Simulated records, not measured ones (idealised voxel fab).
process module | voxel wiring stack
cross-section cut | 170 nm wide | cells 5 nm
A cross-section is a grid of square cells, given in bands from the top down. A band is one or more rows of cells.
Each band's line starts with the height of the band's top and of its bottom, in nm. Then come its materials from left to right, each with its width in nm. One material with "throughout" fills the band from edge to edge. "air" is empty space.
Height 0 is the level under which the wafer as received is all one material. The lowest band goes on downwards, as in "0 down".
A width such as "30 to 40" changes by the same amount from each row of cells to the next, from the band's top row to its bottom row.
"no change" after a step means that no cell of the cross-section changed.
closed voids: empty space of 8 cells or more with no open way to the top, each as width x height at its distance from the left edge, in nm
after a step's settings: what the simulator itself notes on the step
overlay nm, on a step with a mask: how far to the right of its planned place the mask lay; to the left if negative
Each pair below shows a cross-section before one step and the cross-section after it, down to the lowest band that changed. The line under each pair gives the step between them, with its settings. The pairs can come from different runs of this module on the same starting wafer, so a pair continues from the pair above only where its "before" says so.
before
  0 down: Si throughout
  closed voids: none
after
  10 to 0: SiO2 throughout
  below 0: unchanged
  closed voids: none
the step between: op CONFORMAL_DEP | material SiO2 | thk nm 10
before: the cross-section after the pair above
after
  15 to 10: TiN throughout
  below 10: unchanged
  closed voids: none
the step between: op DIRECTIONAL_DEP | material TiN | thk nm 5
before: the cross-section after the pair above
after
  40 to 15: W throughout
  below 15: unchanged
  closed voids: none
the step between: op DIRECTIONAL_DEP | material W | thk nm 25
before: the cross-section after the pair above
after
  60 to 40: air 15 | resist 30 | air 25 | resist 30 | air 25 | resist 30 | air 15
  below 40: unchanged
  closed voids: none
the step between: op PATTERN | tone cover | mask id METAL_1 | material resist | width nm 30 | pitch nm 55 | thk nm 20 | overlay nm 0
before: the cross-section after the pair above
after
  60 to 40: air 15 | resist 30 | air 25 | resist 30 | air 25 | resist 30 | air 15
  40 to 15: air 15 | W 30 | air 25 | W 30 | air 25 | W 30 | air 15
  below 15: unchanged
  closed voids: none
the step between: op DIRECTIONAL_ETCH | etch materials W | depth nm 25
before: the cross-section after the pair above
after
  60 to 40: air 15 | resist 30 | air 25 | resist 30 | air 25 | resist 30 | air 15
  40 to 15: air 15 | W 30 | air 25 | W 30 | air 25 | W 30 | air 15
  15 to 10: air 15 | TiN 30 | air 25 | TiN 30 | air 25 | TiN 30 | air 15
  below 10: unchanged
  closed voids: none
the step between: op DIRECTIONAL_ETCH | etch materials TiN | depth nm 5
before: the cross-section after the pair above
after
  40 to 15: air 15 | W 30 | air 25 | W 30 | air 25 | W 30 | air 15
  below 15: unchanged
  closed voids: none
the step between: op STRIP | etch materials resist
before: the cross-section after the pair above
after
  45 to 40: lowk throughout
  40 to 15: lowk 15 | W 30 | lowk 25 | W 30 | lowk 25 | W 30 | lowk 15
  15 to 10: lowk 15 | TiN 30 | lowk 25 | TiN 30 | lowk 25 | TiN 30 | lowk 15
  below 10: unchanged
  closed voids: none
the step between: op FILL_DEP | material lowk | thk nm 5
before: the cross-section after the pair above
after
  40 to 15: lowk 15 | W 30 | lowk 25 | W 30 | lowk 25 | W 30 | lowk 15
  below 15: unchanged
  closed voids: none
the step between: op CMP | height nm 40
before: the cross-section after the pair above
after
  45 to 40: SiCN throughout
  below 40: unchanged
  closed voids: none
the step between: op CONFORMAL_DEP | material SiCN | thk nm 5
before: the cross-section after the pair above
after
  65 to 45: lowk throughout
  below 45: unchanged
  closed voids: none
the step between: op DIRECTIONAL_DEP | material lowk | thk nm 20
before: the cross-section after the pair above
after
  75 to 65: aC throughout
  below 65: unchanged
  closed voids: none
the step between: op DIRECTIONAL_DEP | material aC | thk nm 10
before: the cross-section after the pair above
after
  100 to 75: resist 15 | air 15 | resist 40 | air 15 | resist 40 | air 15 | resist 30
  below 75: unchanged
  closed voids: none
the step between: op PATTERN | tone open | mask id PLUG_1 | material resist | width nm 15 | pitch nm 55 | thk nm 25 | overlay nm 0
before: the cross-section after the pair above
after
  90 to 75: resist 15 | air 15 | resist 40 | air 15 | resist 40 | air 15 | resist 30
  75 to 65: aC 15 | air 15 | aC 40 | air 15 | aC 40 | air 15 | aC 30
  below 65: unchanged
  closed voids: none
the step between: op DIRECTIONAL_ETCH | etch materials aC | depth nm 10
before: the cross-section after the pair above
after
  75 to 65: aC 15 | air 15 | aC 40 | air 15 | aC 40 | air 15 | aC 30
  below 65: unchanged
  closed voids: none
the step between: op STRIP | etch materials resist
before: the cross-section after the pair above
after
  75 to 65: aC 15 | air 15 | aC 40 | air 15 | aC 40 | air 15 | aC 30
  65 to 45: lowk 15 | air 15 | lowk 40 | air 15 | lowk 40 | air 15 | lowk 30
  below 45: unchanged
  closed voids: none
the step between: op DIRECTIONAL_ETCH | etch materials lowk | depth nm 20
before: the cross-section after the pair above
after
  75 to 65: aC 15 | air 15 | aC 40 | air 15 | aC 40 | air 15 | aC 30
  65 to 45: lowk 15 | air 15 | lowk 40 | air 15 | lowk 40 | air 15 | lowk 30
  45 to 40: SiCN 15 | air 15 | SiCN 40 | air 15 | SiCN 40 | air 15 | SiCN 30
  below 40: unchanged
  closed voids: none
the step between: op DIRECTIONAL_ETCH | etch materials SiCN | depth nm 5
before: the cross-section after the pair above
after
  65 to 45: lowk 15 | air 15 | lowk 40 | air 15 | lowk 40 | air 15 | lowk 30
  below 45: unchanged
  closed voids: none
the step between: op STRIP | etch materials aC
before: the cross-section after the pair above
after
  70 to 65: TiN 20 | air 5 | TiN 50 | air 5 | TiN 50 | air 5 | TiN 35
  65 to 45: lowk 15 | TiN 5 | air 5 | TiN 5 | lowk 40 | TiN 5 | air 5 | TiN 5 | lowk 40 | TiN 5 | air 5 | TiN 5 | lowk 30
  45 to 40: SiCN 15 | TiN 15 | SiCN 40 | TiN 15 | SiCN 40 | TiN 15 | SiCN 30
  below 40: unchanged
  closed voids: none
the step between: op CONFORMAL_DEP | material TiN | thk nm 5
before: the cross-section after the pair above
after
  80 to 70: Cu throughout
  70 to 65: TiN 20 | Cu 5 | TiN 50 | Cu 5 | TiN 50 | Cu 5 | TiN 35
  65 to 45: lowk 15 | TiN 5 | Cu 5 | TiN 5 | lowk 40 | TiN 5 | Cu 5 | TiN 5 | lowk 40 | TiN 5 | Cu 5 | TiN 5 | lowk 30
  below 45: unchanged
  closed voids: none
the step between: op FILL_DEP | material Cu | thk nm 10
before: the cross-section after the pair above
after
  65 to 45: lowk 15 | TiN 5 | Cu 5 | TiN 5 | lowk 40 | TiN 5 | Cu 5 | TiN 5 | lowk 40 | TiN 5 | Cu 5 | TiN 5 | lowk 30
  below 45: unchanged
  closed voids: none
the step between: op CMP | height nm 65
before: the cross-section after the pair above
after
  70 to 65: SiN throughout
  below 65: unchanged
  closed voids: none
the step between: op CONFORMAL_DEP | material SiN | thk nm 5
before: the cross-section after the pair above
after
  85 to 70: SiO2 throughout
  below 70: unchanged
  closed voids: none
the step between: op DIRECTIONAL_DEP | material SiO2 | thk nm 15
before: the cross-section after the pair above
after
  85 to 70: SiO2 15 | air 30 | SiO2 25 | air 30 | SiO2 25 | air 30 | SiO2 15
  below 70: unchanged
  closed voids: none
the step between: op MASKED_ETCH | tone open | mask id METAL_2 | width nm 30 | pitch nm 55 | etch materials SiO2 | depth nm 15 | overlay nm 0
before: the cross-section after the pair above
after
  85 to 70: SiO2 15 | air 30 | SiO2 25 | air 30 | SiO2 25 | air 30 | SiO2 15
  70 to 65: SiN 15 | air 30 | SiN 25 | air 30 | SiN 25 | air 30 | SiN 15
  below 65: unchanged
  closed voids: none
the step between: op MASKED_ETCH | tone open | mask id METAL_2 | width nm 30 | pitch nm 55 | etch materials SiN | depth nm 5 | overlay nm 0
before: the cross-section after the pair above
after
  90 to 85: TiN 20 | air 20 | TiN 35 | air 20 | TiN 35 | air 20 | TiN 20
  85 to 70: SiO2 15 | TiN 5 | air 20 | TiN 5 | SiO2 25 | TiN 5 | air 20 | TiN 5 | SiO2 25 | TiN 5 | air 20 | TiN 5 | SiO2 15
  70 to 65: SiN 15 | TiN 30 | SiN 25 | TiN 30 | SiN 25 | TiN 30 | SiN 15
  below 65: unchanged
  closed voids: none
the step between: op CONFORMAL_DEP | material TiN | thk nm 5
before: the cross-section after the pair above
after
  100 to 90: Cu throughout
  90 to 85: TiN 20 | Cu 20 | TiN 35 | Cu 20 | TiN 35 | Cu 20 | TiN 20
  85 to 70: SiO2 15 | TiN 5 | Cu 20 | TiN 5 | SiO2 25 | TiN 5 | Cu 20 | TiN 5 | SiO2 25 | TiN 5 | Cu 20 | TiN 5 | SiO2 15
  below 70: unchanged
  closed voids: none
the step between: op FILL_DEP | material Cu | thk nm 10
before: the cross-section after the pair above
after
  85 to 70: SiO2 15 | TiN 5 | Cu 20 | TiN 5 | SiO2 25 | TiN 5 | Cu 20 | TiN 5 | SiO2 25 | TiN 5 | Cu 20 | TiN 5 | SiO2 15
  below 70: unchanged
  closed voids: none
the step between: op CMP | height nm 85
before: the cross-section after the pair above
after
  90 to 85: SiCN throughout
  below 85: unchanged
  closed voids: none
the step between: op CONFORMAL_DEP | material SiCN | thk nm 5
before
  70 to 65: SiN throughout
  65 to 45: lowk 15 | TiN 5 | Cu 5 | TiN 5 | lowk 40 | TiN 5 | Cu 5 | TiN 5 | lowk 40 | TiN 5 | Cu 5 | TiN 5 | lowk 30
  45 to 40: SiCN 15 | TiN 15 | SiCN 40 | TiN 15 | SiCN 40 | TiN 15 | SiCN 30
  40 to 15: lowk 15 | W 30 | lowk 25 | W 30 | lowk 25 | W 30 | lowk 15
  15 to 10: lowk 15 | TiN 30 | lowk 25 | TiN 30 | lowk 25 | TiN 30 | lowk 15
  10 to 0: SiO2 throughout
  0 down: Si throughout
  closed voids: none
after
  70 to 65: SiN 15 | air 30 | SiN 25 | air 30 | SiN 25 | air 30 | SiN 15
  below 65: unchanged
  closed voids: none
the step between: op MASKED_ETCH | tone open | mask id METAL_2 | width nm 30 | pitch nm 55 | etch materials SiN | depth nm 5 | overlay nm 0
before: the cross-section after the pair above
after
  75 to 70: TiN 20 | air 20 | TiN 35 | air 20 | TiN 35 | air 20 | TiN 20
  70 to 65: SiN 15 | TiN 30 | SiN 25 | TiN 30 | SiN 25 | TiN 30 | SiN 15
  below 65: unchanged
  closed voids: none
the step between: op CONFORMAL_DEP | material TiN | thk nm 5
before: the cross-section after the pair above
after
  85 to 75: Cu throughout
  75 to 70: TiN 20 | Cu 20 | TiN 35 | Cu 20 | TiN 35 | Cu 20 | TiN 20
  below 70: unchanged
  closed voids: none
the step between: op FILL_DEP | material Cu | thk nm 10
before: the cross-section after the pair above
after
  90 to 85: SiCN throughout
  below 85: unchanged
  closed voids: none
the step between: op CONFORMAL_DEP | material SiCN | thk nm 5
before
  40 to 15: lowk 15 | W 30 | lowk 25 | W 30 | lowk 25 | W 30 | lowk 15
  15 to 10: lowk 15 | TiN 30 | lowk 25 | TiN 30 | lowk 25 | TiN 30 | lowk 15
  10 to 0: SiO2 throughout
  0 down: Si throughout
  closed voids: none
after
  60 to 40: lowk throughout
  below 40: unchanged
  closed voids: none
the step between: op DIRECTIONAL_DEP | material lowk | thk nm 20
before: the cross-section after the pair above
after
  65 to 60: SiCN throughout
  below 60: unchanged
  closed voids: none
the step between: op CONFORMAL_DEP | material SiCN | thk nm 5
before: the cross-section after the pair above
after
  75 to 65: aC throughout
  below 65: unchanged
  closed voids: none
the step between: op DIRECTIONAL_DEP | material aC | thk nm 10
before: the cross-section after the pair above
after
  100 to 75: resist 15 | air 15 | resist 40 | air 15 | resist 40 | air 15 | resist 30
  below 75: unchanged
  closed voids: none
the step between: op PATTERN | tone open | mask id PLUG_1 | material resist | width nm 15 | pitch nm 55 | thk nm 25 | overlay nm 0
before: the cross-section after the pair above
after
  90 to 75: resist 15 | air 15 | resist 40 | air 15 | resist 40 | air 15 | resist 30
  75 to 65: aC 15 | air 15 | aC 40 | air 15 | aC 40 | air 15 | aC 30
  below 65: unchanged
  closed voids: none
the step between: op DIRECTIONAL_ETCH | etch materials aC | depth nm 10
before: the cross-section after the pair above
after
  75 to 65: aC 15 | air 15 | aC 40 | air 15 | aC 40 | air 15 | aC 30
  below 65: unchanged
  closed voids: none
the step between: op STRIP | etch materials resist
before: the cross-section after the pair above
after
  75 to 65: aC 15 | air 15 | aC 40 | air 15 | aC 40 | air 15 | aC 30
  65 to 60: SiCN 15 | air 15 | SiCN 40 | air 15 | SiCN 40 | air 15 | SiCN 30
  below 60: unchanged
  closed voids: none
the step between: op DIRECTIONAL_ETCH | etch materials SiCN | depth nm 5
before: the cross-section after the pair above
after
  65 to 60: SiCN 15 | air 15 | SiCN 40 | air 15 | SiCN 40 | air 15 | SiCN 30
  below 60: unchanged
  closed voids: none
the step between: op STRIP | etch materials aC
before: the cross-section after the pair above
after
  70 to 65: TiN 20 | air 5 | TiN 50 | air 5 | TiN 50 | air 5 | TiN 35
  65 to 60: SiCN 15 | TiN 15 | SiCN 40 | TiN 15 | SiCN 40 | TiN 15 | SiCN 30
  below 60: unchanged
  closed voids: none
the step between: op CONFORMAL_DEP | material TiN | thk nm 5
before: the cross-section after the pair above
after
  80 to 70: Cu throughout
  70 to 65: TiN 20 | Cu 5 | TiN 50 | Cu 5 | TiN 50 | Cu 5 | TiN 35
  below 65: unchanged
  closed voids: none
the step between: op FILL_DEP | material Cu | thk nm 10
before: the cross-section after the pair above
after
  65 to 60: SiCN 15 | TiN 15 | SiCN 40 | TiN 15 | SiCN 40 | TiN 15 | SiCN 30
  below 60: unchanged
  closed voids: none
the step between: op CMP | height nm 65
before: the cross-section after the pair above
after
  70 to 65: SiN throughout
  below 65: unchanged
  closed voids: none
the step between: op CONFORMAL_DEP | material SiN | thk nm 5
before: the cross-section after the pair above
after
  85 to 70: SiO2 throughout
  below 70: unchanged
  closed voids: none
the step between: op DIRECTIONAL_DEP | material SiO2 | thk nm 15
before: the cross-section after the pair above
after
  85 to 70: SiO2 15 | air 30 | SiO2 25 | air 30 | SiO2 25 | air 30 | SiO2 15
  below 70: unchanged
  closed voids: none
the step between: op MASKED_ETCH | tone open | mask id METAL_2 | width nm 30 | pitch nm 55 | etch materials SiO2 | depth nm 15 | overlay nm 0
before: the cross-section after the pair above
after
  85 to 70: SiO2 15 | air 30 | SiO2 25 | air 30 | SiO2 25 | air 30 | SiO2 15
  70 to 65: SiN 15 | air 30 | SiN 25 | air 30 | SiN 25 | air 30 | SiN 15
  below 65: unchanged
  closed voids: none
the step between: op MASKED_ETCH | tone open | mask id METAL_2 | width nm 30 | pitch nm 55 | etch materials SiN | depth nm 5 | overlay nm 0
before: the cross-section after the pair above
after
  90 to 85: TiN 20 | air 20 | TiN 35 | air 20 | TiN 35 | air 20 | TiN 20
  85 to 70: SiO2 15 | TiN 5 | air 20 | TiN 5 | SiO2 25 | TiN 5 | air 20 | TiN 5 | SiO2 25 | TiN 5 | air 20 | TiN 5 | SiO2 15
  70 to 65: SiN 15 | TiN 30 | SiN 25 | TiN 30 | SiN 25 | TiN 30 | SiN 15
  below 65: unchanged
  closed voids: none
the step between: op CONFORMAL_DEP | material TiN | thk nm 5
before: the cross-section after the pair above
after
  100 to 90: Cu throughout
  90 to 85: TiN 20 | Cu 20 | TiN 35 | Cu 20 | TiN 35 | Cu 20 | TiN 20
  85 to 70: SiO2 15 | TiN 5 | Cu 20 | TiN 5 | SiO2 25 | TiN 5 | Cu 20 | TiN 5 | SiO2 25 | TiN 5 | Cu 20 | TiN 5 | SiO2 15
  below 70: unchanged
  closed voids: none
the step between: op FILL_DEP | material Cu | thk nm 10
before: the cross-section after the pair above
after
  85 to 70: SiO2 15 | TiN 5 | Cu 20 | TiN 5 | SiO2 25 | TiN 5 | Cu 20 | TiN 5 | SiO2 25 | TiN 5 | Cu 20 | TiN 5 | SiO2 15
  below 70: unchanged
  closed voids: none
the step between: op CMP | height nm 85
before: the cross-section after the pair above
after
  90 to 85: SiCN throughout
  below 85: unchanged
  closed voids: none
the step between: op CONFORMAL_DEP | material SiCN | thk nm 5
before
  85 to 70: SiO2 15 | TiN 5 | Cu 20 | TiN 5 | SiO2 25 | TiN 5 | Cu 20 | TiN 5 | SiO2 25 | TiN 5 | Cu 20 | TiN 5 | SiO2 15
  70 to 65: SiN 15 | TiN 30 | SiN 25 | TiN 30 | SiN 25 | TiN 30 | SiN 15
  65 to 45: lowk 15 | TiN 5 | Cu 5 | TiN 5 | lowk 40 | TiN 5 | Cu 5 | TiN 5 | lowk 40 | TiN 5 | Cu 5 | TiN 5 | lowk 30
  45 to 40: SiCN 15 | TiN 15 | SiCN 40 | TiN 15 | SiCN 40 | TiN 15 | SiCN 30
  40 to 15: lowk 15 | W 30 | lowk 25 | W 30 | lowk 25 | W 30 | lowk 15
  15 to 10: lowk 15 | TiN 30 | lowk 25 | TiN 30 | lowk 25 | TiN 30 | lowk 15
  10 to 0: SiO2 throughout
  0 down: Si throughout
  closed voids: none
after
  100 to 85: SiCN throughout
  below 85: unchanged
  closed voids: none
the step between: op CONFORMAL_DEP | material SiCN | thk nm 15
before
  85 to 70: SiO2 throughout
  70 to 65: SiN throughout
  65 to 45: lowk 15 | TiN 5 | Cu 5 | TiN 5 | lowk 40 | TiN 5 | Cu 5 | TiN 5 | lowk 40 | TiN 5 | Cu 5 | TiN 5 | lowk 30
  45 to 40: SiCN 15 | TiN 15 | SiCN 40 | TiN 15 | SiCN 40 | TiN 15 | SiCN 30
  40 to 15: lowk 15 | W 30 | lowk 25 | W 30 | lowk 25 | W 30 | lowk 15
  15 to 10: lowk 15 | TiN 30 | lowk 25 | TiN 30 | lowk 25 | TiN 30 | lowk 15
  10 to 0: SiO2 throughout
  0 down: Si throughout
  closed voids: none
after
  85 to 70: SiO2 20 | air 20 | SiO2 35 | air 20 | SiO2 35 | air 20 | SiO2 20
  below 70: unchanged
  closed voids: none
the step between: op MASKED_ETCH | tone open | mask id METAL_2 | width nm 20 | pitch nm 55 | etch materials SiO2 | depth nm 15 | overlay nm 0
before: the cross-section after the pair above
after
  85 to 70: SiO2 20 | air 20 | SiO2 35 | air 20 | SiO2 35 | air 20 | SiO2 20
  70 to 65: SiN 20 | air 20 | SiN 35 | air 20 | SiN 35 | air 20 | SiN 20
  below 65: unchanged
  closed voids: none
the step between: op MASKED_ETCH | tone open | mask id METAL_2 | width nm 30 | pitch nm 55 | etch materials SiN | depth nm 5 | overlay nm 0
before: the cross-section after the pair above
after
  90 to 85: TiN 25 | air 10 | TiN 45 | air 10 | TiN 45 | air 10 | TiN 25
  85 to 70: SiO2 20 | TiN 5 | air 10 | TiN 5 | SiO2 35 | TiN 5 | air 10 | TiN 5 | SiO2 35 | TiN 5 | air 10 | TiN 5 | SiO2 20
  70 to 65: SiN 20 | TiN 20 | SiN 35 | TiN 20 | SiN 35 | TiN 20 | SiN 20
  below 65: unchanged
  closed voids: none
the step between: op CONFORMAL_DEP | material TiN | thk nm 5
before: the cross-section after the pair above
after
  100 to 90: Cu throughout
  90 to 85: TiN 25 | Cu 10 | TiN 45 | Cu 10 | TiN 45 | Cu 10 | TiN 25
  85 to 70: SiO2 20 | TiN 5 | Cu 10 | TiN 5 | SiO2 35 | TiN 5 | Cu 10 | TiN 5 | SiO2 35 | TiN 5 | Cu 10 | TiN 5 | SiO2 20
  below 70: unchanged
  closed voids: none
the step between: op FILL_DEP | material Cu | thk nm 10
before: the cross-section after the pair above
after
  85 to 70: SiO2 20 | TiN 5 | Cu 10 | TiN 5 | SiO2 35 | TiN 5 | Cu 10 | TiN 5 | SiO2 35 | TiN 5 | Cu 10 | TiN 5 | SiO2 20
  below 70: unchanged
  closed voids: none
the step between: op CMP | height nm 85
before: the cross-section after the pair above
after
  90 to 85: SiCN throughout
  below 85: unchanged
  closed voids: none
the step between: op CONFORMAL_DEP | material SiCN | thk nm 5
before
  75 to 65: aC throughout
  65 to 45: lowk throughout
  45 to 40: SiCN throughout
  40 to 15: lowk 15 | W 30 | lowk 25 | W 30 | lowk 25 | W 30 | lowk 15
  15 to 10: lowk 15 | TiN 30 | lowk 25 | TiN 30 | lowk 25 | TiN 30 | lowk 15
  10 to 0: SiO2 throughout
  0 down: Si throughout
  closed voids: none
after
  100 to 75: resist 25 | air 15 | resist 40 | air 15 | resist 40 | air 15 | resist 20
  below 75: unchanged
  closed voids: none
the step between: op PATTERN | tone open | mask id PLUG_1 | material resist | width nm 15 | pitch nm 55 | thk nm 25 | overlay nm 10
before: the cross-section after the pair above
after
  90 to 75: resist 25 | air 15 | resist 40 | air 15 | resist 40 | air 15 | resist 20
  75 to 65: aC 25 | air 15 | aC 40 | air 15 | aC 40 | air 15 | aC 20
  below 65: unchanged
  closed voids: none
the step between: op DIRECTIONAL_ETCH | etch materials aC | depth nm 10
before: the cross-section after the pair above
after
  75 to 65: aC 25 | air 15 | aC 40 | air 15 | aC 40 | air 15 | aC 20
  below 65: unchanged
  closed voids: none
the step between: op STRIP | etch materials resist
before: the cross-section after the pair above
after
  75 to 65: aC 25 | air 15 | aC 40 | air 15 | aC 40 | air 15 | aC 20
  65 to 45: lowk 25 | air 15 | lowk 40 | air 15 | lowk 40 | air 15 | lowk 20
  below 45: unchanged
  closed voids: none
the step between: op DIRECTIONAL_ETCH | etch materials lowk | depth nm 20
before: the cross-section after the pair above
after
  75 to 65: aC 25 | air 15 | aC 40 | air 15 | aC 40 | air 15 | aC 20
  65 to 45: lowk 25 | air 15 | lowk 40 | air 15 | lowk 40 | air 15 | lowk 20
  45 to 40: SiCN 25 | air 15 | SiCN 40 | air 15 | SiCN 40 | air 15 | SiCN 20
  below 40: unchanged
  closed voids: none
the step between: op DIRECTIONAL_ETCH | etch materials SiCN | depth nm 5
before: the cross-section after the pair above
after
  65 to 45: lowk 25 | air 15 | lowk 40 | air 15 | lowk 40 | air 15 | lowk 20
  below 45: unchanged
  closed voids: none
the step between: op STRIP | etch materials aC
before: the cross-section after the pair above
after
  70 to 65: TiN 30 | air 5 | TiN 50 | air 5 | TiN 50 | air 5 | TiN 25
  65 to 45: lowk 25 | TiN 5 | air 5 | TiN 5 | lowk 40 | TiN 5 | air 5 | TiN 5 | lowk 40 | TiN 5 | air 5 | TiN 5 | lowk 20
  45 to 40: SiCN 25 | TiN 15 | SiCN 40 | TiN 15 | SiCN 40 | TiN 15 | SiCN 20
  below 40: unchanged
  closed voids: none
the step between: op CONFORMAL_DEP | material TiN | thk nm 5
before: the cross-section after the pair above
after
  80 to 70: Cu throughout
  70 to 65: TiN 30 | Cu 5 | TiN 50 | Cu 5 | TiN 50 | Cu 5 | TiN 25
  65 to 45: lowk 25 | TiN 5 | Cu 5 | TiN 5 | lowk 40 | TiN 5 | Cu 5 | TiN 5 | lowk 40 | TiN 5 | Cu 5 | TiN 5 | lowk 20
  below 45: unchanged
  closed voids: none
the step between: op FILL_DEP | material Cu | thk nm 10
before: the cross-section after the pair above
after
  65 to 45: lowk 25 | TiN 5 | Cu 5 | TiN 5 | lowk 40 | TiN 5 | Cu 5 | TiN 5 | lowk 40 | TiN 5 | Cu 5 | TiN 5 | lowk 20
  below 45: unchanged
  closed voids: none
the step between: op CMP | height nm 65
before: the cross-section after the pair above
after
  70 to 65: SiN throughout
  below 65: unchanged
  closed voids: none
the step between: op CONFORMAL_DEP | material SiN | thk nm 5
before: the cross-section after the pair above
after
  85 to 70: SiO2 throughout
  below 70: unchanged
  closed voids: none
the step between: op DIRECTIONAL_DEP | material SiO2 | thk nm 15
before: the cross-section after the pair above
after
  85 to 70: SiO2 15 | air 30 | SiO2 25 | air 30 | SiO2 25 | air 30 | SiO2 15
  below 70: unchanged
  closed voids: none
the step between: op MASKED_ETCH | tone open | mask id METAL_2 | width nm 30 | pitch nm 55 | etch materials SiO2 | depth nm 15 | overlay nm 0
before: the cross-section after the pair above
after
  85 to 70: SiO2 15 | air 30 | SiO2 25 | air 30 | SiO2 25 | air 30 | SiO2 15
  70 to 65: SiN 15 | air 30 | SiN 25 | air 30 | SiN 25 | air 30 | SiN 15
  below 65: unchanged
  closed voids: none
the step between: op MASKED_ETCH | tone open | mask id METAL_2 | width nm 30 | pitch nm 55 | etch materials SiN | depth nm 5 | overlay nm 0
before: the cross-section after the pair above
after
  90 to 85: TiN 20 | air 20 | TiN 35 | air 20 | TiN 35 | air 20 | TiN 20
  85 to 70: SiO2 15 | TiN 5 | air 20 | TiN 5 | SiO2 25 | TiN 5 | air 20 | TiN 5 | SiO2 25 | TiN 5 | air 20 | TiN 5 | SiO2 15
  70 to 65: SiN 15 | TiN 30 | SiN 25 | TiN 30 | SiN 25 | TiN 30 | SiN 15
  below 65: unchanged
  closed voids: none
the step between: op CONFORMAL_DEP | material TiN | thk nm 5
before: the cross-section after the pair above
after
  100 to 90: Cu throughout
  90 to 85: TiN 20 | Cu 20 | TiN 35 | Cu 20 | TiN 35 | Cu 20 | TiN 20
  85 to 70: SiO2 15 | TiN 5 | Cu 20 | TiN 5 | SiO2 25 | TiN 5 | Cu 20 | TiN 5 | SiO2 25 | TiN 5 | Cu 20 | TiN 5 | SiO2 15
  below 70: unchanged
  closed voids: none
the step between: op FILL_DEP | material Cu | thk nm 10
before: the cross-section after the pair above
after
  85 to 70: SiO2 15 | TiN 5 | Cu 20 | TiN 5 | SiO2 25 | TiN 5 | Cu 20 | TiN 5 | SiO2 25 | TiN 5 | Cu 20 | TiN 5 | SiO2 15
  below 70: unchanged
  closed voids: none
the step between: op CMP | height nm 85
before: the cross-section after the pair above
after
  90 to 85: SiCN throughout
  below 85: unchanged
  closed voids: none
the step between: op CONFORMAL_DEP | material SiCN | thk nm 5
before
  70 to 65: SiN throughout
  65 to 45: lowk 15 | TiN 5 | Cu 5 | TiN 5 | lowk 40 | TiN 5 | Cu 5 | TiN 5 | lowk 40 | TiN 5 | Cu 5 | TiN 5 | lowk 30
  45 to 40: SiCN 15 | TiN 15 | SiCN 40 | TiN 15 | SiCN 40 | TiN 15 | SiCN 30
  40 to 15: lowk 15 | W 30 | lowk 25 | W 30 | lowk 25 | W 30 | lowk 15
  15 to 10: lowk 15 | TiN 30 | lowk 25 | TiN 30 | lowk 25 | TiN 30 | lowk 15
  10 to 0: SiO2 throughout
  0 down: Si throughout
  closed voids: none
after
  85 to 70: TiN throughout
  below 70: unchanged
  closed voids: none
the step between: op DIRECTIONAL_DEP | material TiN | thk nm 15
before: the cross-section after the pair above
after
  90 to 70: TiN throughout
  below 70: unchanged
  closed voids: none
the step between: op CONFORMAL_DEP | material TiN | thk nm 5
before: the cross-section after the pair above
after
  100 to 90: Cu throughout
  below 90: unchanged
  closed voids: none
the step between: op FILL_DEP | material Cu | thk nm 10
before: the cross-section after the pair above
after
  85 to 70: TiN throughout
  below 70: unchanged
  closed voids: none
the step between: op CMP | height nm 85
before: the cross-section after the pair above
after
  90 to 85: SiCN throughout
  below 85: unchanged
  closed voids: none
the step between: op CONFORMAL_DEP | material SiCN | thk nm 5
before
  85 to 70: SiO2 throughout
  70 to 65: SiN throughout
  65 to 45: lowk 15 | TiN 5 | Cu 5 | TiN 5 | lowk 40 | TiN 5 | Cu 5 | TiN 5 | lowk 40 | TiN 5 | Cu 5 | TiN 5 | lowk 30
  45 to 40: SiCN 15 | TiN 15 | SiCN 40 | TiN 15 | SiCN 40 | TiN 15 | SiCN 30
  40 to 15: lowk 15 | W 30 | lowk 25 | W 30 | lowk 25 | W 30 | lowk 15
  15 to 10: lowk 15 | TiN 30 | lowk 25 | TiN 30 | lowk 25 | TiN 30 | lowk 15
  10 to 0: SiO2 throughout
  0 down: Si throughout
  closed voids: none
after
  85 to 70: air 15 | SiO2 30 | air 25 | SiO2 30 | air 25 | SiO2 30 | air 15
  below 70: unchanged
  closed voids: none
the step between: op MASKED_ETCH | tone cover | mask id METAL_2 | width nm 30 | pitch nm 55 | etch materials SiO2 | depth nm 15 | overlay nm 0
before: the cross-section after the pair above
after
  90 to 85: air 10 | TiN 40 | air 15 | TiN 40 | air 15 | TiN 40 | air 10
  85 to 75: air 10 | TiN 5 | SiO2 30 | TiN 5 | air 15 | TiN 5 | SiO2 30 | TiN 5 | air 15 | TiN 5 | SiO2 30 | TiN 5 | air 10
  75 to 70: TiN 15 | SiO2 30 | TiN 25 | SiO2 30 | TiN 25 | SiO2 30 | TiN 15
  below 70: unchanged
  closed voids: none
the step between: op CONFORMAL_DEP | material TiN | thk nm 5
before: the cross-section after the pair above
after
  100 to 90: Cu throughout
  90 to 85: Cu 10 | TiN 40 | Cu 15 | TiN 40 | Cu 15 | TiN 40 | Cu 10
  85 to 75: Cu 10 | TiN 5 | SiO2 30 | TiN 5 | Cu 15 | TiN 5 | SiO2 30 | TiN 5 | Cu 15 | TiN 5 | SiO2 30 | TiN 5 | Cu 10
  below 75: unchanged
  closed voids: none
the step between: op FILL_DEP | material Cu | thk nm 10
before: the cross-section after the pair above
after
  85 to 75: Cu 10 | TiN 5 | SiO2 30 | TiN 5 | Cu 15 | TiN 5 | SiO2 30 | TiN 5 | Cu 15 | TiN 5 | SiO2 30 | TiN 5 | Cu 10
  below 75: unchanged
  closed voids: none
the step between: op CMP | height nm 85
before: the cross-section after the pair above
after
  90 to 85: SiCN throughout
  below 85: unchanged
  closed voids: none
the step between: op CONFORMAL_DEP | material SiCN | thk nm 5
